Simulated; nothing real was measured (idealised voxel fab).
Process module under the name voxel air gaps
140 nm wide, 5 nm square cells: that's cross-section cut.
Reading order for cross-sections: top band down to bottom band. Underlying form: a grid of square cells. Band size: one or more rows of cells.
A band entry consists of two parts. The first gives the height of the band's top and the height of its bottom, in nm. The rest lists the band's materials from left to right, each with its width in nm. A single material labelled with the word "throughout" fills the band from edge to edge, and the word "empty" marks empty space.
Height 0 is the level under which the wafer as received is all one material. The lowest band goes on downwards, as in "0 down".
Quick explanation for "30->40": the width changes in equal steps down the rows of cells, from the first number in the band's top row to the second number in its bottom row.
Reading "no modification" for a step: not a cell of the cross-section changed in it.
In "Enclosed void catalog" the enclosed voids are listed, meaning empty spaces of 8 cells or larger without any opening to the top. The form is width x height at distance, distance from the left edge, units nm.
That trailing text on a step's line, after the settings, is the simulator's own remark on the step.
overlay nm: mask right of planned place by this much (step with mask). Neg. = left.
Reading key. Pairs: pre-step and post-step cross-section, one process step apart; post-step view only to lowest changed band. Step between + settings: beneath pair. Runs: pairs may be from different runs of this module, same starting wafer. Continuation from pair above: only where "Pre-step section" entry says.
Pre-step section
	65 to 60: TiN (30)  empty (5)  TiN (35)  empty (5)  TiN (35)  empty (5)  TiN (25)
	60 to 25: SiO2 (25)  TiN (5)  empty (5)  TiN (5)  SiO2 (25)  TiN (5)  empty (5)  TiN (5)  SiO2 (25)  TiN (5)  empty (5)  TiN (5)  SiO2 (20)
	25 to 20: SiO2 (25)  TiN (15)  SiO2 (25)  TiN (15)  SiO2 (25)  TiN (15)  SiO2 (20)
	20 to 15: SiN throughout
	15 to 0: SiO2 throughout
	0 down: Si throughout
	Enclosed void catalog: none
After the Step
	70 to 65: Ru throughout
	65 to 60: TiN (30)  Ru (5)  TiN (35)  Ru (5)  TiN (35)  Ru (5)  TiN (25)
	60 to 25: SiO2 (25)  TiN (5)  Ru (5)  TiN (5)  SiO2 (25)  TiN (5)  Ru (5)  TiN (5)  SiO2 (25)  TiN (5)  Ru (5)  TiN (5)  SiO2 (20)
	Whatever lies below 25 is exactly as it was before.
	Enclosed void catalog: none
Between before and after above, the operation and settings are op FILL_DEP | material Ru | thk nm 5
Pre-step section: equal to the after panel directly above.
After the Step
	60 to 25: SiO2 (25)  TiN (5)  Ru (5)  TiN (5)  SiO2 (25)  TiN (5)  Ru (5)  TiN (5)  SiO2 (25)  TiN (5)  Ru (5)  TiN (5)  SiO2 (20)
	Whatever lies below 25 is exactly as it was before.
	Enclosed void catalog: none
Between before and after above, the operation and settings are op CMP | height nm 60
Pre-step section: equal to the after panel directly above.
After the Step
	70 to 60: empty (15)  Ru (35)  empty (5)  Ru (35)  empty (5)  Ru (35)  empty (10)
	Whatever lies below 60 is exactly as it was before.
	Enclosed void catalog: none
Between before and after above, the operation and settings are op EPI | material Ru | thk nm 10
Pre-step section: equal to the after panel directly above.
After the Step
	70 to 60: empty (15)  Ru (35)  empty (5)  Ru (35)  empty (5)  Ru (35)  empty (10)
	60 to 25: empty (25)  TiN (5)  Ru (5)  TiN (5)  empty (25)  TiN (5)  Ru (5)  TiN (5)  empty (25)  TiN (5)  Ru (5)  TiN (5)  empty (20)
	25 to 20: empty (25)  TiN (15)  empty (25)  TiN (15)  empty (25)  TiN (15)  empty (20)
	Whatever lies below 20 is exactly as it was before.
	Enclosed void catalog: none
Between before and after above, the operation and settings are op SELECTIVE_ETCH | etch materials SiO2 | depth nm 50
Pre-step section: equal to the after panel directly above.
After the Step
	75 to 70: empty (10)  SiCN (125)  empty (5)
	70 to 60: empty (10)  SiCN (5)  Ru (35)  SiCN (5)  Ru (35)  SiCN (5)  Ru (35)  SiCN (5)  empty (5)
	60 to 55: empty (10)  SiCN (15)  TiN (5)  Ru (5)  TiN (5)  SiCN (25)  TiN (5)  Ru (5)  TiN (5)  SiCN (25)  TiN (5)  Ru (5)  TiN (5)  SiCN (15)  empty (5)
	55 to 25: empty (20)  SiCN (5)  TiN (5)  Ru (5)  TiN (5)  SiCN (5)  empty (15)  SiCN (5)  TiN (5)  Ru (5)  TiN (5)  SiCN (5)  empty (15)  SiCN (5)  TiN (5)  Ru (5)  TiN (5)  SiCN (5)  empty (15)
	25 to 20: SiCN (25)  TiN (15)  SiCN (25)  TiN (15)  SiCN (25)  TiN (15)  SiCN (20)
	Whatever lies below 20 is exactly as it was before.
	Enclosed void catalog: 15 x 30 at 45; 15 x 30 at 85
Between before and after above, the operation and settings are op CONFORMAL_DEP | material SiCN | thk nm 5
Pre-step section
	70 to 60: empty (10)  Ru (35)  empty (5)  Ru (35)  empty (5)  Ru (35)  empty (15)
	60 to 25: empty (20)  TiN (5)  Ru (5)  TiN (5)  empty (25)  TiN (5)  Ru (5)  TiN (5)  empty (25)  TiN (5)  Ru (5)  TiN (5)  empty (25)
	25 to 20: empty (20)  TiN (15)  empty (25)  TiN (15)  empty (25)  TiN (15)  empty (25)
	20 to 15: SiN throughout
	15 to 0: SiO2 throughout
	0 down: Si throughout
	Enclosed void catalog: none
After the Step
	75 to 70: empty (5)  TiN (125)  empty (10)
	70 to 60: empty (5)  TiN (5)  Ru (35)  TiN (5)  Ru (35)  TiN (5)  Ru (35)  TiN (5)  empty (10)
	60 to 55: empty (5)  TiN (20)  Ru (5)  TiN (35)  Ru (5)  TiN (35)  Ru (5)  TiN (20)  empty (10)
	55 to 25: empty (15)  TiN (10)  Ru (5)  TiN (10)  empty (15)  TiN (10)  Ru (5)  TiN (10)  empty (15)  TiN (10)  Ru (5)  TiN (10)  empty (20)
	25 to 20: TiN throughout
	Whatever lies below 20 is exactly as it was before.
	Enclosed void catalog: 15 x 30 at 40; 15 x 30 at 80
Between before and after above, the operation and settings are op CONFORMAL_DEP | material TiN | thk nm 5
Pre-step section
	70 to 60: aC throughout
	60 to 20: SiO2 throughout
	20 to 15: SiN throughout
	15 to 0: SiO2 throughout
	0 down: Si throughout
	Enclosed void catalog: none
After the Step
	95 to 70: empty (20)  resist (15)  empty (25)  resist (15)  empty (25)  resist (15)  empty (25)
	Whatever lies below 70 is exactly as it was before.
	Enclosed void catalog: none
Between before and after above, the operation and settings are op PATTERN | tone cover | mask id LINES | material resist | width nm 15 | pitch nm 40 | thk nm 25 | overlay nm 0
Pre-step section: equal to the after panel directly above.
After the Step
	85 to 70: empty (20)  resist (15)  empty (25)  resist (15)  empty (25)  resist (15)  empty (25)
	70 to 60: empty (20)  aC (15)  empty (25)  aC (15)  empty (25)  aC (15)  empty (25)
	Whatever lies below 60 is exactly as it was before.
	Enclosed void catalog: none
Between before and after above, the operation and settings are op DIRECTIONAL_ETCH | etch materials aC | depth nm 10
Pre-step section: equal to the after panel directly above.
After the Step
	70 to 60: empty (20)  aC (15)  empty (25)  aC (15)  empty (25)  aC (15)  empty (25)
	Whatever lies below 60 is exactly as it was before.
	Enclosed void catalog: none
Between before and after above, the operation and settings are op STRIP | etch materials resist
Pre-step section: equal to the after panel directly above.
After the Step
	70 to 60: empty (20)  aC (15)  empty (25)  aC (15)  empty (25)  aC (15)  empty (25)
	60 to 20: empty (20)  SiO2 (15)  empty (25)  SiO2 (15)  empty (25)  SiO2 (15)  empty (25)
	Whatever lies below 20 is exactly as it was before.
	Enclosed void catalog: none
Between before and after above, the operation and settings are op DIRECTIONAL_ETCH | etch materials SiO2 | depth nm 40
Pre-step section: equal to the after panel directly above.
After the Step
	60 to 20: empty (20)  SiO2 (15)  empty (25)  SiO2 (15)  empty (25)  SiO2 (15)  empty (25)
	Whatever lies below 20 is exactly as it was before.
	Enclosed void catalog: none
Between before and after above, the operation and settings are op STRIP | etch materials aC
Pre-step section: equal to the after panel directly above.
After the Step
	65 to 60: empty (15)  TiN (25)  empty (15)  TiN (25)  empty (15)  TiN (25)  empty (20)
	60 to 25: empty (15)  TiN (5)  SiO2 (15)  TiN (5)  empty (15)  TiN (5)  SiO2 (15)  TiN (5)  empty (15)  TiN (5)  SiO2 (15)  TiN (5)  empty (20)
	25 to 20: TiN (20)  SiO2 (15)  TiN (25)  SiO2 (15)  TiN (25)  SiO2 (15)  TiN (25)
	Whatever lies below 20 is exactly as it was before.
	Enclosed void catalog: none
Between before and after above, the operation and settings are op CONFORMAL_DEP | material TiN | thk nm 5
Pre-step section: equal to the after panel directly above.
After the Step
	70 to 65: Ru throughout
	65 to 60: Ru (15)  TiN (25)  Ru (15)  TiN (25)  Ru (15)  TiN (25)  Ru (20)
	60 to 25: Ru (15)  TiN (5)  SiO2 (15)  TiN (5)  Ru (15)  TiN (5)  SiO2 (15)  TiN (5)  Ru (15)  TiN (5)  SiO2 (15)  TiN (5)  Ru (20)
	Whatever lies below 25 is exactly as it was before.
	Enclosed void catalog: none
Between before and after above, the operation and settings are op FILL_DEP | material Ru | thk nm 5
Pre-step section: equal to the after panel directly above.
After the Step
	60 to 25: Ru (15)  TiN (5)  SiO2 (15)  TiN (5)  Ru (15)  TiN (5)  SiO2 (15)  TiN (5)  Ru (15)  TiN (5)  SiO2 (15)  TiN (5)  Ru (20)
	Whatever lies below 25 is exactly as it was before.
	Enclosed void catalog: none
Between before and after above, the operation and settings are op CMP | height nm 60
Pre-step section: equal to the after panel directly above.
After the Step
	70 to 60: Ru throughout
	Whatever lies below 60 is exactly as it was before.
	Enclosed void catalog: none
Between before and after above, the operation and settings are op EPI | material Ru | thk nm 10
Pre-step section: equal to the after panel directly above.
After the Step
	75 to 70: SiCN throughout
	Whatever lies below 70 is exactly as it was before.
	Enclosed void catalog: none
Between before and after above, the operation and settings are op CONFORMAL_DEP | material SiCN | thk nm 5
